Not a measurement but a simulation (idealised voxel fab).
Name of the process module below: voxel wiring stack
Section shown: cut. Width: 260 nm. Cell size: 5 nm, square.
If you're reading a cross-section in this doc, picture square cells in a grid; it comes to you as bands, top ones listed first down to the bottom, and a band can be one or more rows of cells. Band: top height; bottom height; in nm. Then, left to right: material with width in nm, for each material. "full width": a single material spanning edge to edge. "air": empty space. Zero point of the height axis is 0; under it, received wafer = one material. Lowest band: continues down indefinitely, "0 nm and below". The expression "30->40" gives the width at the extremes of the band, the first number at its top row of cells and the second at its bottom row, with the width changing by equal amounts from each row to the next in between. "stayed the same" -> step changed no cross-section cell. For the entry "Voids, enclosed", the listed items are empty spaces with no open way to the top whose size is 8 cells or more; each item follows the pattern width x height at distance, where distance is from the left edge and all three are in nm. Past the settings on a step's line: simulator remark, on that step. overlay nm: where the mask lay relative to plan, measured to the right, on steps with a mask; negatives go left.

-- Planned process steps
1 op RECEIVE | material Si
2 op CONFORMAL_DEP | material SiO2 | thk nm 10
3 op DIRECTIONAL_DEP | material TiN | thk nm 5
4 op DIRECTIONAL_DEP | material W | thk nm 25
5 op MASKED_ETCH | tone cover | mask id METAL_1 | width nm 20 | pitch nm 50 | etch materials W | depth nm 25 | overlay nm 0
6 op MASKED_ETCH | tone cover | mask id METAL_1 | width nm 20 | pitch nm 50 | etch materials TiN | depth nm 5 | overlay nm 0
7 op CONFORMAL_DEP | material SiN | thk nm 5
8 op FILL_DEP | material lowk | thk nm 10
9 op CMP | height nm 40
10 op CONFORMAL_DEP | material SiCN | thk nm 5
11 op DIRECTIONAL_DEP | material lowk | thk nm 15
12 op MASKED_ETCH | tone open | mask id PLUG_1 | width nm 15 | pitch nm 100 | etch materials lowk | depth nm 5 | overlay nm 0
13 op MASKED_ETCH | tone open | mask id PLUG_1 | width nm 15 | pitch nm 100 | etch materials SiCN | depth nm 5 | overlay nm 0
14 op CONFORMAL_DEP | material TiN | thk nm 5
15 op FILL_DEP | material Cu | thk nm 5
16 op CMP | height nm 60
17 op CONFORMAL_DEP | material SiCN | thk nm 5
18 op DIRECTIONAL_DEP | material SiO2 | thk nm 25
19 op DIRECTIONAL_DEP | material aC | thk nm 15
20 op PATTERN | tone open | mask id METAL_2 | material resist | width nm 20 | pitch nm 50 | thk nm 30 | overlay nm 0
21 op DIRECTIONAL_ETCH | etch materials aC | depth nm 15
22 op STRIP | etch materials resist
23 op DIRECTIONAL_ETCH | etch materials SiO2 | depth nm 25
24 op DIRECTIONAL_ETCH | etch materials SiCN | depth nm 5
25 op STRIP | etch materials aC
26 op CONFORMAL_DEP | material TiN | thk nm 5
27 op FILL_DEP | material Ru | thk nm 10
28 op CMP | height nm 90
29 op CONFORMAL_DEP | material SiCN | thk nm 5
30 op DIRECTIONAL_DEP | material SiO2 | thk nm 20
31 op MASKED_ETCH | tone open | mask id PLUG_2 | width nm 15 | pitch nm 50 | etch materials SiO2 | depth nm 20 | overlay nm 0
32 op MASKED_ETCH | tone open | mask id PLUG_2 | width nm 15 | pitch nm 50 | etch materials SiCN | depth nm 5 | overlay nm 0
33 op CONFORMAL_DEP | material TiN | thk nm 5
34 op FILL_DEP | material W | thk nm 5
35 op CMP | height nm 115
36 op CONFORMAL_DEP | material SiCN | thk nm 5
37 op DIRECTIONAL_DEP | material SiO2 | thk nm 20
38 op PATTERN | tone open | mask id METAL_3 | material resist | width nm 20 | pitch nm 50 | thk nm 15 | overlay nm 0
39 op DIRECTIONAL_ETCH | etch materials SiO2 | depth nm 20
40 op DIRECTIONAL_ETCH | etch materials SiCN | depth nm 5
41 op STRIP | etch materials resist
42 op CONFORMAL_DEP | material TiN | thk nm 5
43 op FILL_DEP | material Ru | thk nm 5
44 op CMP | height nm 140
45 op EPI | material Ru | thk nm 5
46 op FILL_DEP | material SiCN | thk nm 5
Quick note for whoever runs this: the wafers start identical, but the depth nm at step 12 isn't the same across them. The plan just shows what the first wafer had.

-- Received condition of the first of several wafers, sectioned: post-step 1
  0 nm and below  Si full width
  Voids, enclosed: none

-- wafer rows; end of module; cells per material since receipt: (+) gained, (-) lost; then closed voids
depth nm 5; +72 Ru; +261 SiCN; +70 SiN; +636 SiO2; +129 TiN; +72 W; +320 lowk; Voids, enclosed: none
depth nm 10; +2 Cu; +72 Ru; +261 SiCN; +70 SiN; +636 SiO2; +133 TiN; +72 W; +314 lowk; Voids, enclosed: none
depth nm 15; +6 Cu; +72 Ru; +255 SiCN; +70 SiN; +636 SiO2; +141 TiN; +72 W; +308 lowk; Voids, enclosed: none
depth nm 20; +6 Cu; +72 Ru; +255 SiCN; +70 SiN; +636 SiO2; +141 TiN; +72 W; +308 lowk; Voids, enclosed: none
depth nm 25; +6 Cu; +72 Ru; +255 SiCN; +70 SiN; +636 SiO2; +141 TiN; +72 W; +308 lowk; Voids, enclosed: none
depth nm 30; +6 Cu; +72 Ru; +255 SiCN; +70 SiN; +636 SiO2; +141 TiN; +72 W; +308 lowk; Voids, enclosed: none
